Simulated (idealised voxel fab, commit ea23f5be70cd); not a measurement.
Presented below is a process module, voxel gate over fins.
The cross-section on display is named cut; it measures 220 nm wide, and its cells are 5 nm squares.
Cross-section spec: square-cell grid; bands listed top down; each band is one or more rows. Read a band's entry like this: the first values are the height of its top and the height of its bottom in nm, and what follows is the sequence of materials from left to right, each with its width in nm. Note that "empty" is empty space, and that a single material marked "edge to edge" reaches across the band from edge to edge. Heights are measured from 0, the level below which the as-received wafer is all one material; the lowest band has no bottom and continues downward, written as in "0 nm and below". It should be noted that a width expressed as "30..40" varies in equal increments from row to row of cells within the band, taking the value of the first number at the top row and that of the second number at the bottom row. When a step is marked "no modifications", none of the cells in the cross-section changed during that step. In the "Internal closed voids" entry, you get each enclosed empty space of 8 cells or more, one with no open way to the top, written width x height at distance, distance from the left edge, in nm. The remark found on a step's line after its settings is issued by the simulator itself and pertains to that step. "overlay nm" on a masked step: distance the mask lay right of its planned place, negative for left.
# Below is the list of planned process steps
1,RECEIVE with material Si
2,CONFORMAL_DEP with material SiN, thk nm 5
3,DIRECTIONAL_DEP with material aC, thk nm 10
4,PATTERN with tone cover, mask id FINS, material resist, width nm 15, pitch nm 40, thk nm 25, overlay nm 0
5,DIRECTIONAL_ETCH with etch materials aC, depth nm 10
6,STRIP with etch materials resist
7,DIRECTIONAL_ETCH with etch materials SiN, depth nm 5
8,DIRECTIONAL_ETCH with etch materials Si, depth nm 40
9,STRIP with etch materials aC
10,OXIDIZE with depth nm 5
11,FILL_DEP with material SiO2, thk nm 5
12,CMP with height nm 5
13,SELECTIVE_ETCH with etch materials SiO2, depth nm 15
14,STRIP with etch materials SiN
15,CONFORMAL_DEP with material HfO2, thk nm 5
16,CONFORMAL_DEP with material TiN, thk nm 5
17,CONFORMAL_DEP with material TiAl, thk nm 5
18,CONFORMAL_DEP with material TiN, thk nm 5
19,FILL_DEP with material W, thk nm 10
20,CMP with height nm 25
21,CONFORMAL_DEP with material SiCN, thk nm 10
# So this is the incoming wafer in cross-section - it's already been through step 1
  0 nm and below  Si edge to edge
  Internal closed voids: none
# Cross-section: first of two wafers, module finished, run according to plan
  35 nm to 25 nm  SiCN edge to edge
  25 nm to 20 nm  W edge to edge
  20 nm to 15 nm  W 25 nm / TiN 165 nm / W 30 nm
  15 nm to 10 nm  W 25 nm / TiN 5 nm / TiAl 35 nm / TiN 5 nm / TiAl 35 nm / TiN 5 nm / TiAl 35 nm / TiN 5 nm / TiAl 35 nm / TiN 5 nm / W 30 nm
  10 nm to 5 nm  TiN 30 nm / TiAl 5 nm / TiN 25 nm / TiAl 5 nm / TiN 5 nm / TiAl 5 nm / TiN 25 nm / TiAl 5 nm / TiN 5 nm / TiAl 5 nm / TiN 25 nm / TiAl 5 nm / TiN 5 nm / TiAl 5 nm / TiN 25 nm / TiAl 5 nm / TiN 35 nm
  5 nm to 0 nm  TiAl 35 nm / TiN 5 nm / HfO2 15 nm / TiN 5 nm / TiAl 15 nm / TiN 5 nm / HfO2 15 nm / TiN 5 nm / TiAl 15 nm / TiN 5 nm / HfO2 15 nm / TiN 5 nm / TiAl 15 nm / TiN 5 nm / HfO2 15 nm / TiN 5 nm / TiAl 40 nm
  0 nm to -5 nm  TiN 40 nm / HfO2 5 nm / Si 5 nm / HfO2 5 nm / TiN 25 nm / HfO2 5 nm / Si 5 nm / HfO2 5 nm / TiN 25 nm / HfO2 5 nm / Si 5 nm / HfO2 5 nm / TiN 25 nm / HfO2 5 nm / Si 5 nm / HfO2 5 nm / TiN 45 nm
  -5 nm to -10 nm  HfO2 45 nm / Si 5 nm / HfO2 35 nm / Si 5 nm / HfO2 35 nm / Si 5 nm / HfO2 35 nm / Si 5 nm / HfO2 50 nm
  -10 nm to -45 nm  SiO2 45 nm / Si 5 nm / SiO2 35 nm / Si 5 nm / SiO2 35 nm / Si 5 nm / SiO2 35 nm / Si 5 nm / SiO2 50 nm
  -45 nm and below  Si edge to edge
  Internal closed voids: none
# Cross-sectional image of the second wafer of the two following completion of the module. Starting state and process plan were the same as for the first wafer; one execution error occurred
  35 nm to 25 nm  SiCN edge to edge
  25 nm to 20 nm  W edge to edge
  20 nm to 15 nm  W 25 nm / TiN 165 nm / W 30 nm
  15 nm to 10 nm  W 25 nm / TiN 5 nm / W 35 nm / TiN 5 nm / W 35 nm / TiN 5 nm / W 35 nm / TiN 5 nm / W 35 nm / TiN 5 nm / W 30 nm
  10 nm to 5 nm  TiN 30 nm / W 5 nm / TiN 25 nm / W 5 nm / TiN 5 nm / W 5 nm / TiN 25 nm / W 5 nm / TiN 5 nm / W 5 nm / TiN 25 nm / W 5 nm / TiN 5 nm / W 5 nm / TiN 25 nm / W 5 nm / TiN 35 nm
  5 nm to 0 nm  W 35 nm / TiN 5 nm / HfO2 15 nm / TiN 5 nm / W 15 nm / TiN 5 nm / HfO2 15 nm / TiN 5 nm / W 15 nm / TiN 5 nm / HfO2 15 nm / TiN 5 nm / W 15 nm / TiN 5 nm / HfO2 15 nm / TiN 5 nm / W 40 nm
  0 nm to -5 nm  TiN 40 nm / HfO2 5 nm / Si 5 nm / HfO2 5 nm / TiN 25 nm / HfO2 5 nm / Si 5 nm / HfO2 5 nm / TiN 25 nm / HfO2 5 nm / Si 5 nm / HfO2 5 nm / TiN 25 nm / HfO2 5 nm / Si 5 nm / HfO2 5 nm / TiN 45 nm
  -5 nm to -10 nm  HfO2 45 nm / Si 5 nm / HfO2 35 nm / Si 5 nm / HfO2 35 nm / Si 5 nm / HfO2 35 nm / Si 5 nm / HfO2 50 nm
  -10 nm to -45 nm  SiO2 45 nm / Si 5 nm / SiO2 35 nm / Si 5 nm / SiO2 35 nm / Si 5 nm / SiO2 35 nm / Si 5 nm / SiO2 50 nm
  -45 nm and below  Si edge to edge
  Internal closed voids: none
What was the processing mistake? note that step 17 departed from the planned setting and was carried out as CONFORMAL_DEP with material W, thk nm 5
Looking at both finished wafers in cells, the second ends up ahead of or behind the first on some materials: 60 fewer of TiAl, 60 more of W
